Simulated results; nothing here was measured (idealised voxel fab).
Process module, titled voxel trench capacitor
FYI the section here is cut, 220 nm wide, cells are 5 nm squares.
Square cells in a grid make up a cross-section in this document, and the grid is given as bands, listed from the top down, each one or more rows of cells. The band entry comprises the height of the band's top followed by the height of its bottom, expressed in nm, and subsequently the band's materials from left to right, each stated together with its width in nm. Where a single material is marked with the word "throughout", that material fills the band from edge to edge. The word "empty" represents empty space. Convention: height 0 is the level below which the wafer, as received, is all one material. The lowest band does not terminate at the bottom but continues downward, represented as "from 0 down". The two numbers in a width such as "30 to 40" mark its ends across the band: the first belongs to the top row of cells, the second to the bottom row, and from each row to the next the width moves by the same amount. Where a step carries "remains unaltered", the cross-section came out of it unchanged, cell for cell. Empty spaces without an open route to the top, at least 8 cells in extent, make up the entry "Enclosed internal cavities"; each is given as width x height at distance, where the distance is measured from the left edge, and all are in nm. On a step's line, text after the settings is the simulator commenting on that step. Among the settings permitted on a step's line is "overlay nm"; applied to a step with a mask, it specifies the extent to which the mask lay to the right of its planned position, whereas a negative figure signifies a position to the left.
### Planned process steps
- 1: RECEIVE (material Si)
- 2: CONFORMAL_DEP (material SiN; thk nm 5)
- 3: DIRECTIONAL_DEP (material aC; thk nm 10)
- 4: PATTERN (tone open; mask id TRENCH; material resist; width nm 25; pitch nm 40; thk nm 25; overlay nm 0)
- 5: DIRECTIONAL_ETCH (etch materials aC; depth nm 10)
- 6: STRIP (etch materials resist)
- 7: DIRECTIONAL_ETCH (etch materials SiN; depth nm 5)
- 8: DIRECTIONAL_ETCH (etch materials Si; depth nm 25)
- 9: STRIP (etch materials aC)
- 10: CONFORMAL_DEP (material SiO2; thk nm 5)
- 11: FILL_DEP (material polySi; thk nm 5)
- 12: CMP (height nm 5)
### As received (post step 1): cross-section
	from 0 down | Si throughout
	Enclosed internal cavities: none
### Module complete - cross-section of the first of two wafers, run according to plan
	from 5 to 0 | SiN (35), then SiO2 (5), then polySi (15), then SiO2 (5), then SiN (15), then SiO2 (5), then polySi (15), then SiO2 (5), then SiN (15), then SiO2 (5), then polySi (15), then SiO2 (5), then SiN (15), then SiO2 (5), then polySi (15), then SiO2 (5), then SiN (40)
	from 0 to -20 | Si (35), then SiO2 (5), then polySi (15), then SiO2 (5), then Si (15), then SiO2 (5), then polySi (15), then SiO2 (5), then Si (15), then SiO2 (5), then polySi (15), then SiO2 (5), then Si (15), then SiO2 (5), then polySi (15), then SiO2 (5), then Si (40)
	from -20 to -25 | Si (35), then SiO2 (25), then Si (15), then SiO2 (25), then Si (15), then SiO2 (25), then Si (15), then SiO2 (25), then Si (40)
	from -25 down | Si throughout
	Enclosed internal cavities: none
### Now the second wafer, cross-sectioned at the end of the module. Nothing different at the start, nothing different in the plan compared with the first, just one mistake when it was actually run
	from 10 to 5 | SiO2 (40), then polySi (15), then SiO2 (25), then polySi (15), then SiO2 (25), then polySi (15), then SiO2 (25), then polySi (15), then SiO2 (45)
	from 5 to 0 | SiN (35), then SiO2 (5), then polySi (15), then SiO2 (5), then SiN (15), then SiO2 (5), then polySi (15), then SiO2 (5), then SiN (15), then SiO2 (5), then polySi (15), then SiO2 (5), then SiN (15), then SiO2 (5), then polySi (15), then SiO2 (5), then SiN (40)
	from 0 to -20 | Si (35), then SiO2 (5), then polySi (15), then SiO2 (5), then Si (15), then SiO2 (5), then polySi (15), then SiO2 (5), then Si (15), then SiO2 (5), then polySi (15), then SiO2 (5), then Si (15), then SiO2 (5), then polySi (15), then SiO2 (5), then Si (40)
	from -20 to -25 | Si (35), then SiO2 (25), then Si (15), then SiO2 (25), then Si (15), then SiO2 (25), then Si (15), then SiO2 (25), then Si (40)
	from -25 down | Si throughout
	Enclosed internal cavities: none
Short version of what went wrong: for step 12, the planned setting was not used; the step was instead run as CMP (height nm 10)
Final wafer comparison in cells, second versus first, more or fewer per material: 32 more of SiO2 | 12 more of polySi
